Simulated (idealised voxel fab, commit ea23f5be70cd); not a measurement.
The following is a process module called voxel capacitor over wiring.
Square cells of 5 nm make up the cross-section cut, whose width is 145 nm.
This document writes a cross-section as a grid whose cells are square, and gives it as bands, listed from the top down; one or more rows of cells form a band.
This entry defines a band. It first specifies the height of the band's top and the height of its bottom in nm, and then specifies the band's materials from left to right, stating each material with its width in nm. The word "full width" identifies a single material that fills the band from edge to edge, while the word "blank" identifies empty space.
Heights are expressed relative to 0, this being the level below which the as-received wafer comprises one material exclusively. The lowest band is unbounded in the downward direction and is denoted as in "0 down".
Quick explanation for "30 to 40": the width changes in equal steps down the rows of cells, from the first number in the band's top row to the second number in its bottom row.
When a step is marked "identical to before", none of the cells in the cross-section changed during that step.
Closed empty spaces (no open way to the top) of 8 cells or more are what "Sealed-off cavities" lists, each as width x height at distance from the left edge, nm for all three.
On a step's line, text after the settings is the simulator commenting on that step.
overlay nm: right-of-plan distance of the mask on a masked step; negative values mean left-of-plan.

### Below is the list of planned process steps
| 1 | RECEIVE | material Si |
| 2 | CONFORMAL_DEP | material SiO2 | thk nm 15 |
| 3 | DIRECTIONAL_DEP | material TiN | thk nm 5 |
| 4 | DIRECTIONAL_DEP | material Ru | thk nm 15 |
| 5 | PATTERN | tone cover | mask id METAL_1 | material resist | width nm 25 | pitch nm 75 | thk nm 20 | overlay nm -5 |
| 6 | DIRECTIONAL_ETCH | etch materials Ru | depth nm 15 |
| 7 | DIRECTIONAL_ETCH | etch materials TiN | depth nm 5 |
| 8 | STRIP | etch materials resist |
| 9 | FILL_DEP | material SiO2 | thk nm 10 |
| 10 | CMP | height nm 35 |
| 11 | CONFORMAL_DEP | material SiCN | thk nm 5 |
| 12 | DIRECTIONAL_DEP | material SiO2 | thk nm 10 |
| 13 | DIRECTIONAL_DEP | material aC | thk nm 15 |
| 14 | PATTERN | tone open | mask id PLUG_1 | material resist | width nm 15 | thk nm 30 | overlay nm 0 |
| 15 | DIRECTIONAL_ETCH | etch materials aC | depth nm 15 |
| 16 | STRIP | etch materials resist |
| 17 | DIRECTIONAL_ETCH | etch materials SiO2 | depth nm 10 |
| 18 | DIRECTIONAL_ETCH | etch materials SiCN | depth nm 5 |
| 19 | STRIP | etch materials aC |
| 20 | CONFORMAL_DEP | material TiN | thk nm 5 |
| 21 | FILL_DEP | material W | thk nm 5 |
| 22 | CMP | height nm 50 |
| 23 | DIRECTIONAL_DEP | material TiN | thk nm 5 |
| 24 | DIRECTIONAL_DEP | material Al2O3 | thk nm 5 |
| 25 | DIRECTIONAL_DEP | material TiN | thk nm 10 |
| 26 | DIRECTIONAL_DEP | material aC | thk nm 10 |
| 27 | PATTERN | tone cover | mask id UPPER_PLATE | material resist | width nm 55 | thk nm 25 | overlay nm 0 |
| 28 | DIRECTIONAL_ETCH | etch materials aC | depth nm 10 |
| 29 | STRIP | etch materials resist |
| 30 | DIRECTIONAL_ETCH | etch materials TiN | depth nm 10 |
| 31 | DIRECTIONAL_ETCH | etch materials Al2O3 | depth nm 5 |
| 32 | STRIP | etch materials aC |
| 33 | PATTERN | tone cover | mask id LOWER_PLATE | material resist | width nm 65 | thk nm 15 | overlay nm 0 |
| 34 | DIRECTIONAL_ETCH | etch materials TiN | depth nm 5 |
| 35 | STRIP | etch materials resist |
| 36 | FILL_DEP | material SiO2 | thk nm 20 |
| 37 | CMP | height nm 85 |
| 38 | PATTERN | tone open | mask id PLUG_2 | material resist | width nm 15 | thk nm 20 | overlay nm 0 |
| 39 | DIRECTIONAL_ETCH | etch materials SiO2 | depth nm 15 |
| 40 | STRIP | etch materials resist |
| 41 | CONFORMAL_DEP | material TiN | thk nm 5 |
| 42 | FILL_DEP | material Ru | thk nm 5 |
| 43 | CMP | height nm 85 |
| 44 | CONFORMAL_DEP | material SiN | thk nm 5 |
Wafer-to-wafer difference: overlay nm, step 5. Common start. Plan = first wafer's value.

### Cross-section of the first of several wafers as received (after step 1)
  0 down  Si full width
  Sealed-off cavities: none

### For your reference, the table is organized with a row per wafer; each row reflects the wafer at the end of the module, indicating for each material the cells gained (+) or lost (-) since receipt, and thereafter its closed voids
overlay nm -5 | +11 Al2O3 | +32 Ru | +26 SiCN | +29 SiN | +363 SiO2 | +59 TiN | +2 W | Sealed-off cavities: none
overlay nm 0 | +11 Al2O3 | +32 Ru | +26 SiCN | +29 SiN | +363 SiO2 | +59 TiN | +2 W | Sealed-off cavities: none
overlay nm 5 | +11 Al2O3 | +32 Ru | +26 SiCN | +29 SiN | +363 SiO2 | +59 TiN | +2 W | Sealed-off cavities: none
overlay nm 10 | +11 Al2O3 | +32 Ru | +26 SiCN | +29 SiN | +363 SiO2 | +59 TiN | +2 W | Sealed-off cavities: none
